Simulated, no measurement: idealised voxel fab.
Herein follows the process module entitled voxel fin reveal.
For reference, the cross-section in this document is cut, with width 295 nm and square cells of 5 nm.
Notation: cross-section as square-cell grid; stated in bands, top first, going down; one or more cell rows per band.
A band entry consists of two parts. The first gives the height of the band's top and the height of its bottom, in nm. The rest lists the band's materials from left to right, each with its width in nm. A single material labelled with the word "all across" fills the band from edge to edge, and the word "air" marks empty space.
The level at which height equals 0 is the one under which the wafer, as it arrives, is entirely one material. No lower edge exists for the bottom band, which continues downward and is notated as in "0..down".
The two numbers in a width such as "30 to 40" mark its ends across the band: the first belongs to the top row of cells, the second to the bottom row, and from each row to the next the width moves by the same amount.
Step note "no alterations made" = no cross-section cell changed.
Empty spaces counting at least 8 cells and having no open way to the top are listed in "Closed void table". The notation width x height at distance is used for each, the distance being from the left edge and all three values in nm.
Anything after a step's settings on that line? It's the simulator's own note about the step.
The "overlay nm" setting may appear on a step's line; for a step that uses a mask, it gives how far to the right of its planned position the mask lay, and a negative value indicates the left.

plan
1,RECEIVE: material Si
2,CONFORMAL_DEP: material SiN, thk nm 5
3,PATTERN: tone cover, mask id FINS, material resist, width nm 15, pitch nm 35, thk nm 15, overlay nm 0
4,DIRECTIONAL_ETCH: etch materials SiN, depth nm 5
5,DIRECTIONAL_ETCH: etch materials Si, depth nm 35
6,STRIP: etch materials resist
7,FILL_DEP: material SiO2, thk nm 15
8,CMP: height nm 5
9,SELECTIVE_ETCH: etch materials SiO2, depth nm 25
10,STRIP: etch materials SiN
11,CONFORMAL_DEP: material HfO2, thk nm 5

Cross-section of the wafer upon arrival, representing the state reached after step 1
0..down  Si all across
Closed void table: none

Module complete - cross-section of the first of two wafers, run according to plan
5..0  air 80  HfO2 25  air 10  HfO2 25  air 10  HfO2 25  air 10  HfO2 25  air 85
0..-15  air 80  HfO2 5  Si 15  HfO2 5  air 10  HfO2 5  Si 15  HfO2 5  air 10  HfO2 5  Si 15  HfO2 5  air 10  HfO2 5  Si 15  HfO2 5  air 85
-15..-20  HfO2 85  Si 15  HfO2 20  Si 15  HfO2 20  Si 15  HfO2 20  Si 15  HfO2 90
-20..-35  SiO2 85  Si 15  SiO2 20  Si 15  SiO2 20  Si 15  SiO2 20  Si 15  SiO2 90
-35..down  Si all across
Closed void table: none

Module end: cross-section of wafer two of two. Same start and process plan as the first wafer. One mistake during execution
5..0  air 70  HfO2 25  air 10  HfO2 25  air 10  HfO2 25  air 10  HfO2 25  air 95
0..-15  air 70  HfO2 5  Si 15  HfO2 5  air 10  HfO2 5  Si 15  HfO2 5  air 10  HfO2 5  Si 15  HfO2 5  air 10  HfO2 5  Si 15  HfO2 5  air 95
-15..-20  HfO2 75  Si 15  HfO2 20  Si 15  HfO2 20  Si 15  HfO2 20  Si 15  HfO2 100
-20..-35  SiO2 75  Si 15  SiO2 20  Si 15  SiO2 20  Si 15  SiO2 20  Si 15  SiO2 100
-35..down  Si all across
Closed void table: none
What was done differently from what was planned? step 3 ran with different settings than intended, the actual operation and settings being PATTERN: tone cover, mask id FINS, material resist, width nm 15, pitch nm 35, thk nm 15, overlay nm -10
At the end, each material covers as many cells on the second wafer as it does on the first, though the cells it covers are elsewhere.
